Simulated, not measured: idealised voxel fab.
The document below concerns the process module designated voxel wiring stack.
The width of the displayed cross-section, cut, is 280 nm; its cells are square, with a size of 5 nm.
We lay out every cross-section as a grid of square cells and spell it out in bands from the top down, where one band means one or more rows of cells. Each band's line starts with the height of the band's top and of its bottom, in nm. Then come its materials from left to right, each with its width in nm. One material with "all across" fills the band from edge to edge. "blank" is empty space. A quick word on heights: they are counted from 0, and under that level the wafer as it came to us is one material throughout. The lowest band is different from the rest in having no bottom; it simply continues downward, written as in "from 0 down". Graded width ("30->40"): value in top row of band = first number; value in bottom row = second number; row-to-row change constant. You'll sometimes find "all unchanged" written for a step, and that's the way of saying that nowhere in the cross-section did a cell change during that step. Listed in "closed voids": every empty space of 8 or more cells without an open way to the top. Form: width x height at distance, the distance being from the left edge, all in nm. What comes after the settings on a step's line is commentary from the simulator itself on that step. A step line may carry the setting "overlay nm", which, for steps involving a mask, states the distance by which the mask lay to the right of its intended position; negative values denote displacement to the left.
The steps planned for the process are as follows
1) RECEIVE | material Si
2) CONFORMAL_DEP | material SiO2 | thk nm 10
3) CONFORMAL_DEP | material SiCN | thk nm 5
4) DIRECTIONAL_DEP | material lowk | thk nm 25
5) DIRECTIONAL_DEP | material aC | thk nm 10
6) PATTERN | tone open | mask id METAL_1 | material resist | width nm 30 | pitch nm 45 | thk nm 30 | overlay nm 0
7) DIRECTIONAL_ETCH | etch materials aC | depth nm 10
8) STRIP | etch materials resist
9) DIRECTIONAL_ETCH | etch materials lowk | depth nm 25
10) DIRECTIONAL_ETCH | etch materials SiCN | depth nm 5
11) STRIP | etch materials aC
12) CONFORMAL_DEP | material TiN | thk nm 5
13) FILL_DEP | material W | thk nm 5
14) CMP | height nm 40
15) CONFORMAL_DEP | material SiCN | thk nm 5
16) DIRECTIONAL_DEP | material SiO2 | thk nm 25
17) DIRECTIONAL_DEP | material aC | thk nm 15
18) PATTERN | tone open | mask id METAL_2_HOLES | material resist | width nm 15 | thk nm 30 | overlay nm 0
19) DIRECTIONAL_ETCH | etch materials aC | depth nm 15
20) STRIP | etch materials resist
21) DIRECTIONAL_ETCH | etch materials SiO2 | depth nm 25
22) STRIP | etch materials aC
23) PATTERN | tone open | mask id METAL_2 | material resist | width nm 30 | pitch nm 45 | thk nm 20 | overlay nm 0
24) DIRECTIONAL_ETCH | etch materials SiO2 | depth nm 15
25) DIRECTIONAL_ETCH | etch materials SiCN | depth nm 5
26) STRIP | etch materials resist
27) CONFORMAL_DEP | material TiN | thk nm 5
28) FILL_DEP | material Cu | thk nm 10
29) CMP | height nm 70
30) CONFORMAL_DEP | material SiCN | thk nm 5
31) DIRECTIONAL_DEP | material SiO2 | thk nm 15
32) MASKED_ETCH | tone open | mask id PLUG_2 | width nm 15 | pitch nm 45 | etch materials SiO2 | depth nm 15 | overlay nm 0
33) MASKED_ETCH | tone open | mask id PLUG_2 | width nm 15 | pitch nm 45 | etch materials SiCN | depth nm 5 | overlay nm 0
34) EPI | material Ru | thk nm 10
35) EPI | material Ru | thk nm 10
36) DIRECTIONAL_DEP | material TiN | thk nm 5
37) DIRECTIONAL_DEP | material W | thk nm 20
38) PATTERN | tone cover | mask id METAL_3 | material resist | width nm 30 | pitch nm 45 | thk nm 15 | overlay nm 0
39) DIRECTIONAL_ETCH | etch materials W | depth nm 20
40) DIRECTIONAL_ETCH | etch materials TiN | depth nm 5
41) STRIP | etch materials resist
42) CONFORMAL_DEP | material SiCN | thk nm 5
43) FILL_DEP | material SiO2 | thk nm 5
44) CMP | height nm 115
45) CONFORMAL_DEP | material SiCN | thk nm 5
46) DIRECTIONAL_DEP | material SiO2 | thk nm 10
47) DIRECTIONAL_DEP | material aC | thk nm 15
48) PATTERN | tone open | mask id PLUG_3 | material resist | width nm 15 | thk nm 35 | overlay nm 0
49) DIRECTIONAL_ETCH | etch materials aC | depth nm 15
50) STRIP | etch materials resist
51) DIRECTIONAL_ETCH | etch materials SiO2 | depth nm 10
52) DIRECTIONAL_ETCH | etch materials SiCN | depth nm 5
53) STRIP | etch materials aC
54) CONFORMAL_DEP | material TiN | thk nm 5
55) FILL_DEP | material Ru | thk nm 10
56) CMP | height nm 130
57) CONFORMAL_DEP | material SiN | thk nm 5
58) DIRECTIONAL_DEP | material SiO2 | thk nm 25
59) DIRECTIONAL_DEP | material aC | thk nm 10
60) PATTERN | tone open | mask id METAL_4 | material resist | width nm 30 | pitch nm 45 | thk nm 25 | overlay nm 0
61) DIRECTIONAL_ETCH | etch materials aC | depth nm 10
62) STRIP | etch materials resist
63) DIRECTIONAL_ETCH | etch materials SiO2 | depth nm 25
64) DIRECTIONAL_ETCH | etch materials SiN | depth nm 5
65) STRIP | etch materials aC
66) CONFORMAL_DEP | material TiN | thk nm 5
67) FILL_DEP | material Cu | thk nm 5
68) CMP | height nm 160
69) CONFORMAL_DEP | material SiN | thk nm 5
Here's what the wafer looked like in cross-section when it arrived - that's after step 1
* from 0 down  Si all across
* closed voids: none
Starting wafer: above. Plan: above. Run: one mistake. Cross-section after the module: below
* from 165 to 160  SiN all across
* from 160 to 135  100 SiO2 | 5 TiN | 20 Cu | 5 TiN | 15 SiO2 | 5 TiN | 20 Cu | 5 TiN | 105 SiO2
* from 135 to 130  100 SiN | 30 TiN | 15 SiN | 30 TiN | 105 SiN
* from 130 to 120  100 SiO2 | 5 TiN | 5 Ru | 5 TiN | 165 SiO2
* from 120 to 115  100 SiCN | 15 TiN | 165 SiCN
* from 115 to 105  95 SiO2 | 20->5 SiCN | 15->30 W | 5 SiCN | 5 SiO2 | 20->5 SiCN | 15->30 W | 5 SiCN | 100 SiO2
* from 105 to 100  100 SiCN | 15 W | 15 TiN | 15 SiCN | 15 W | 15 TiN | 105 SiCN
* from 100 to 90  100 SiO2 | 15 W | 30 SiO2 | 15 W | 120 SiO2
* from 90 to 85  100 SiO2 | 15 TiN | 30 SiO2 | 15 TiN | 120 SiO2
* from 85 to 75  SiO2 all across
* from 75 to 70  SiCN all across
* from 70 to 60  100 SiO2 | 5 TiN | 20 Cu | 5 TiN | 15 SiO2 | 5 TiN | 20 Cu | 5 TiN | 105 SiO2
* from 60 to 55  100 SiO2 | 5 TiN | 5 Cu | 20 TiN | 15 SiO2 | 30 TiN | 105 SiO2
* from 55 to 45  100 SiO2 | 5 TiN | 5 Cu | 5 TiN | 165 SiO2
* from 45 to 40  100 SiCN | 15 TiN | 165 SiCN
* from 40 to 15  100 lowk | 5 TiN | 20 W | 5 TiN | 15 lowk | 5 TiN | 20 W | 5 TiN | 105 lowk
* from 15 to 10  100 SiCN | 30 TiN | 15 SiCN | 30 TiN | 105 SiCN
* from 10 to 0  SiO2 all across
* from 0 down  Si all across
* closed voids: none
The mistake made against the process plan was this: step 31 did not happen as planned, as run it was DIRECTIONAL_DEP | material SiO2 | thk nm 25
